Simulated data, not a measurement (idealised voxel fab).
voxel trench capacitor: a process module
The cross-section shown here is cut; it is 225 nm wide and divided into square cells measuring 5 nm on a side.
Think of the cross-section as a grid of square cells. We describe it in bands, top to bottom, and each band covers one or more rows of those cells. Within each band entry, the heights of the top and of the bottom of the band appear first, in that order and in nm; the materials of the band then follow from left to right, each with its corresponding width in nm. The designation "edge to edge" on a single material indicates that it fills the band from edge to edge; the designation "empty" indicates empty space. Basically, 0 is our baseline, since under it the wafer straight out of the box is all one material. The bottom band has no lower end and keeps on going down, so it looks like "0 down". When a width is written as two numbers, as in "30..40", the first number is the width in the top row of cells of the band and the second is the width in its bottom row, and the width changes by the same amount from each row to the next. What does "no alterations made" mean for a step? It means no cell of the cross-section changed in that step. Look at "Closed void entries" for the closed voids: empty spaces with no open path to the top, sized 8 cells or up. Each is width x height at distance, distance from the left edge, all nm. On each step's line, the part that comes after the settings is the simulator's own comment on the step. If you see "overlay nm" on a step's line and that step has a mask, it's telling you how far right of where it was planned the mask ended up; a negative number means it went left instead.

PLAN
1) RECEIVE with material Si
2) CONFORMAL_DEP with material SiN, thk nm 5
3) DIRECTIONAL_DEP with material aC, thk nm 10
4) PATTERN with tone open, mask id TRENCH, material resist, width nm 15, pitch nm 45, thk nm 25, overlay nm 0
5) DIRECTIONAL_ETCH with etch materials aC, depth nm 10
6) STRIP with etch materials resist
7) DIRECTIONAL_ETCH with etch materials SiN, depth nm 5
8) DIRECTIONAL_ETCH with etch materials Si, depth nm 30
9) STRIP with etch materials aC
10) CONFORMAL_DEP with material Al2O3, thk nm 5
11) FILL_DEP with material polySi, thk nm 10
12) CMP with height nm 5

ACCOUNT OF THE FIRST OF TWO WAFERS, WHICH WAS PROCESSED AS INTENDED

WAFER AT RECEIPT (POST STEP 1), CROSS-SECTION
- 0 down: Si edge to edge
- Closed void entries: none

STEP 2 COMPLETE: CROSS-SECTION THROUGH THE WAFER
- 5 to 0: SiN edge to edge
- Nothing below the height 0 has changed.

STEP 3 COMPLETE: CROSS-SECTION THROUGH THE WAFER
- 15 to 5: aC edge to edge
- Nothing below the height 5 has changed.

STEP 4 COMPLETE: CROSS-SECTION THROUGH THE WAFER
- 40 to 15: 80 of resist; 15 of empty; 30 of resist; 15 of empty; 85 of resist
- Nothing below the height 15 has changed.

STEP 5 COMPLETE: CROSS-SECTION THROUGH THE WAFER
- 30 to 15: 80 of resist; 15 of empty; 30 of resist; 15 of empty; 85 of resist
- 15 to 5: 80 of aC; 15 of empty; 30 of aC; 15 of empty; 85 of aC
- Nothing below the height 5 has changed.

STEP 6 COMPLETE: CROSS-SECTION THROUGH THE WAFER
- 15 to 5: 80 of aC; 15 of empty; 30 of aC; 15 of empty; 85 of aC
- Nothing below the height 5 has changed.

STEP 7 COMPLETE: CROSS-SECTION THROUGH THE WAFER
- 15 to 5: 80 of aC; 15 of empty; 30 of aC; 15 of empty; 85 of aC
- 5 to 0: 80 of SiN; 15 of empty; 30 of SiN; 15 of empty; 85 of SiN
- Nothing below the height 0 has changed.

STEP 8 COMPLETE: CROSS-SECTION THROUGH THE WAFER
- 15 to 5: 80 of aC; 15 of empty; 30 of aC; 15 of empty; 85 of aC
- 5 to 0: 80 of SiN; 15 of empty; 30 of SiN; 15 of empty; 85 of SiN
- 0 to -30: 80 of Si; 15 of empty; 30 of Si; 15 of empty; 85 of Si
- Nothing below the height -30 has changed.

STEP 9 COMPLETE: CROSS-SECTION THROUGH THE WAFER
- 5 to 0: 80 of SiN; 15 of empty; 30 of SiN; 15 of empty; 85 of SiN
- Nothing below the height 0 has changed.

STEP 10 COMPLETE: CROSS-SECTION THROUGH THE WAFER
- 10 to 5: 85 of Al2O3; 5 of empty; 40 of Al2O3; 5 of empty; 90 of Al2O3
- 5 to 0: 80 of SiN; 5 of Al2O3; 5 of empty; 5 of Al2O3; 30 of SiN; 5 of Al2O3; 5 of empty; 5 of Al2O3; 85 of SiN
- 0 to -25: 80 of Si; 5 of Al2O3; 5 of empty; 5 of Al2O3; 30 of Si; 5 of Al2O3; 5 of empty; 5 of Al2O3; 85 of Si
- -25 to -30: 80 of Si; 15 of Al2O3; 30 of Si; 15 of Al2O3; 85 of Si
- Nothing below the height -30 has changed.

STEP 11 COMPLETE: CROSS-SECTION THROUGH THE WAFER
- 20 to 10: polySi edge to edge
- 10 to 5: 85 of Al2O3; 5 of polySi; 40 of Al2O3; 5 of polySi; 90 of Al2O3
- 5 to 0: 80 of SiN; 5 of Al2O3; 5 of polySi; 5 of Al2O3; 30 of SiN; 5 of Al2O3; 5 of polySi; 5 of Al2O3; 85 of SiN
- 0 to -25: 80 of Si; 5 of Al2O3; 5 of polySi; 5 of Al2O3; 30 of Si; 5 of Al2O3; 5 of polySi; 5 of Al2O3; 85 of Si
- Nothing below the height -25 has changed.

STEP 12 COMPLETE: CROSS-SECTION THROUGH THE WAFER
- 5 to 0: 80 of SiN; 5 of Al2O3; 5 of polySi; 5 of Al2O3; 30 of SiN; 5 of Al2O3; 5 of polySi; 5 of Al2O3; 85 of SiN
- Nothing below the height 0 has changed.

COMPANION WAFER, THE SECOND OF TWO: SAME BEGINNING, SAME INTENDED SEQUENCE, ONE MISTAKE IN CARRYING IT OUT; THROUGH STEP 3 INCLUSIVE IT TRACKS THE FIRST EXACTLY

CROSS-SECTION OF THE SECOND WAFER AT THE TIME BY WHICH STEP 4 SHOULD HAVE BEEN COMPLETED ACCORDING TO THE PLAN
- 40 to 15: 80 of empty; 15 of resist; 30 of empty; 15 of resist; 85 of empty
- Nothing below the height 15 has changed.

CROSS-SECTION OF THE SECOND WAFER AT THE TIME BY WHICH STEP 5 SHOULD HAVE BEEN COMPLETED ACCORDING TO THE PLAN
- 30 to 15: 80 of empty; 15 of resist; 30 of empty; 15 of resist; 85 of empty
- 15 to 5: 80 of empty; 15 of aC; 30 of empty; 15 of aC; 85 of empty
- Nothing below the height 5 has changed.

CROSS-SECTION OF THE SECOND WAFER AT THE TIME BY WHICH STEP 6 SHOULD HAVE BEEN COMPLETED ACCORDING TO THE PLAN
- 15 to 5: 80 of empty; 15 of aC; 30 of empty; 15 of aC; 85 of empty
- Nothing below the height 5 has changed.

CROSS-SECTION OF THE SECOND WAFER AT THE TIME BY WHICH STEP 7 SHOULD HAVE BEEN COMPLETED ACCORDING TO THE PLAN
- 15 to 5: 80 of empty; 15 of aC; 30 of empty; 15 of aC; 85 of empty
- 5 to 0: 80 of empty; 15 of SiN; 30 of empty; 15 of SiN; 85 of empty
- Nothing below the height 0 has changed.

CROSS-SECTION OF THE SECOND WAFER AT THE TIME BY WHICH STEP 8 SHOULD HAVE BEEN COMPLETED ACCORDING TO THE PLAN
- 15 to 5: 80 of empty; 15 of aC; 30 of empty; 15 of aC; 85 of empty
- 5 to 0: 80 of empty; 15 of SiN; 30 of empty; 15 of SiN; 85 of empty
- 0 to -30: 80 of empty; 15 of Si; 30 of empty; 15 of Si; 85 of empty
- Nothing below the height -30 has changed.

CROSS-SECTION OF THE SECOND WAFER AT THE TIME BY WHICH STEP 9 SHOULD HAVE BEEN COMPLETED ACCORDING TO THE PLAN
- 5 to 0: 80 of empty; 15 of SiN; 30 of empty; 15 of SiN; 85 of empty
- Nothing below the height 0 has changed.

CROSS-SECTION OF THE SECOND WAFER AT THE TIME BY WHICH STEP 10 SHOULD HAVE BEEN COMPLETED ACCORDING TO THE PLAN
- 10 to 5: 75 of empty; 25 of Al2O3; 20 of empty; 25 of Al2O3; 80 of empty
- 5 to 0: 75 of empty; 5 of Al2O3; 15 of SiN; 5 of Al2O3; 20 of empty; 5 of Al2O3; 15 of SiN; 5 of Al2O3; 80 of empty
- 0 to -25: 75 of empty; 5 of Al2O3; 15 of Si; 5 of Al2O3; 20 of empty; 5 of Al2O3; 15 of Si; 5 of Al2O3; 80 of empty
- -25 to -30: 80 of Al2O3; 15 of Si; 30 of Al2O3; 15 of Si; 85 of Al2O3
- Nothing below the height -30 has changed.

CROSS-SECTION OF THE SECOND WAFER AT THE TIME BY WHICH STEP 11 SHOULD HAVE BEEN COMPLETED ACCORDING TO THE PLAN
- 20 to 10: polySi edge to edge
- 10 to 5: 75 of polySi; 25 of Al2O3; 20 of polySi; 25 of Al2O3; 80 of polySi
- 5 to 0: 75 of polySi; 5 of Al2O3; 15 of SiN; 5 of Al2O3; 20 of polySi; 5 of Al2O3; 15 of SiN; 5 of Al2O3; 80 of polySi
- 0 to -25: 75 of polySi; 5 of Al2O3; 15 of Si; 5 of Al2O3; 20 of polySi; 5 of Al2O3; 15 of Si; 5 of Al2O3; 80 of polySi
- Nothing below the height -25 has changed.

CROSS-SECTION OF THE SECOND WAFER AT THE TIME BY WHICH STEP 12 SHOULD HAVE BEEN COMPLETED ACCORDING TO THE PLAN
- 5 to 0: 75 of polySi; 5 of Al2O3; 15 of SiN; 5 of Al2O3; 20 of polySi; 5 of Al2O3; 15 of SiN; 5 of Al2O3; 80 of polySi
- Nothing below the height 0 has changed.
In executing the process, a mistake was made relative to the plan: step 4 off recipe, ran as PATTERN with tone cover, mask id TRENCH, material resist, width nm 15, pitch nm 45, thk nm 25, overlay nm 0
Final cells, second wafer relative to first, materials higher or lower: +33 Al2O3; -198 Si; -33 SiN; +198 polySi
